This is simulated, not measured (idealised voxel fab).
Title: Process Module voxel wiring stack
Shown is cross-section cut, with a width of 230 nm and square cells of size 5 nm.
In this document a cross-section is written as a grid of square cells. It is given as a series of bands, listed from the top down, and a band is one or more rows of cells.
For a band, the entry starts with two heights in nm, that of the top and then that of the bottom, and carries on with the band's materials in order from left to right, each alongside its width in nm; the word "edge to edge" beside a single material means it fills the band edge to edge, and "empty" means empty space.
Where do heights start? At 0: under that level the wafer as delivered is made of one material only. And the lowest band has no floor; it just carries on downward, as in "z 0 and below".
The notation "30..40" denotes a width that varies across the rows of cells in the band, beginning at the first number in the top row, finishing at the second number in the bottom row, and changing by an identical amount from each row to the next.
No cell of the cross-section changed in a step that is given as "same as before".
Basically, "Sealed internal cavities" tells you about the enclosed voids: empty spaces with no open way to the top, 8 cells or bigger, each written width x height at distance, where distance is from the left edge, all in nm.
If you see something after the settings on a step's line, that's the simulator's own remark about that step.
overlay nm: for a step with a mask, the amount by which the mask lay right of where it was planned; a negative amount means left of it.
The planned process steps are enumerated hereunder:
1 RECEIVE | material Si
2 CONFORMAL_DEP | material SiO2 | thk nm 10
3 CONFORMAL_DEP | material SiCN | thk nm 5
4 DIRECTIONAL_DEP | material SiO2 | thk nm 15
5 MASKED_ETCH | tone open | mask id METAL_1 | width nm 20 | pitch nm 35 | etch materials SiO2 | depth nm 15 | overlay nm 0
6 MASKED_ETCH | tone open | mask id METAL_1 | width nm 20 | pitch nm 35 | etch materials SiCN | depth nm 5 | overlay nm 0
7 CONFORMAL_DEP | material TiN | thk nm 5
8 FILL_DEP | material W | thk nm 5
9 CMP | height nm 30
10 EPI | material Ru | thk nm 5
11 FILL_DEP | material SiCN | thk nm 5
12 DIRECTIONAL_DEP | material lowk | thk nm 20
13 MASKED_ETCH | tone open | mask id PLUG_1 | width nm 15 | pitch nm 35 | etch materials lowk | depth nm 20 | overlay nm 0
14 MASKED_ETCH | tone open | mask id PLUG_1 | width nm 15 | pitch nm 35 | etch materials SiCN | depth nm 5 | overlay nm 0
15 CONFORMAL_DEP | material TiN | thk nm 5
16 FILL_DEP | material Cu | thk nm 10
17 CMP | height nm 60
18 DIRECTIONAL_DEP | material TiN | thk nm 5
19 DIRECTIONAL_DEP | material W | thk nm 20
20 PATTERN | tone cover | mask id METAL_2 | material resist | width nm 20 | pitch nm 35 | thk nm 15 | overlay nm 0
21 DIRECTIONAL_ETCH | etch materials W | depth nm 20
22 DIRECTIONAL_ETCH | etch materials TiN | depth nm 5
23 STRIP | etch materials resist
24 FILL_DEP | material lowk | thk nm 10
25 CMP | height nm 85
26 CONFORMAL_DEP | material SiCN | thk nm 5
27 DIRECTIONAL_DEP | material SiO2 | thk nm 30
28 DIRECTIONAL_DEP | material aC | thk nm 10
29 PATTERN | tone open | mask id METAL_3_HOLES | material resist | width nm 15 | pitch nm 70 | thk nm 25 | overlay nm 0
30 DIRECTIONAL_ETCH | etch materials aC | depth nm 10
31 STRIP | etch materials resist
32 DIRECTIONAL_ETCH | etch materials SiO2 | depth nm 30
33 STRIP | etch materials aC
34 PATTERN | tone open | mask id METAL_3 | material resist | width nm 20 | pitch nm 35 | thk nm 20 | overlay nm 0
35 DIRECTIONAL_ETCH | etch materials SiO2 | depth nm 15
36 DIRECTIONAL_ETCH | etch materials SiCN | depth nm 5
37 STRIP | etch materials resist
38 CONFORMAL_DEP | material TiN | thk nm 5
39 FILL_DEP | material Cu | thk nm 5
40 CMP | height nm 120
41 CONFORMAL_DEP | material SiCN | thk nm 5
What sets these wafers apart? The width nm at step 29. They all start alike, and the plan carries the first wafer's value.
Cross-section of the first incoming wafer of several, state after step 1:
* z 0 and below = Si edge to edge
* Sealed internal cavities: none
Each row below is a wafer at the end of the module, listing for every material the number of cells it has gained (+) or lost (-) since it was received, followed by its closed voids:
width nm 15; +40 Cu; +24 Ru; +172 SiCN; +392 SiO2; +148 TiN; +88 W; +286 lowk; Sealed internal cavities: none
width nm 20; +48 Cu; +24 Ru; +170 SiCN; +386 SiO2; +148 TiN; +88 W; +286 lowk; Sealed internal cavities: none
width nm 25; +58 Cu; +24 Ru; +170 SiCN; +374 SiO2; +150 TiN; +88 W; +286 lowk; Sealed internal cavities: none
width nm 30; +68 Cu; +24 Ru; +170 SiCN; +362 SiO2; +152 TiN; +88 W; +286 lowk; Sealed internal cavities: none
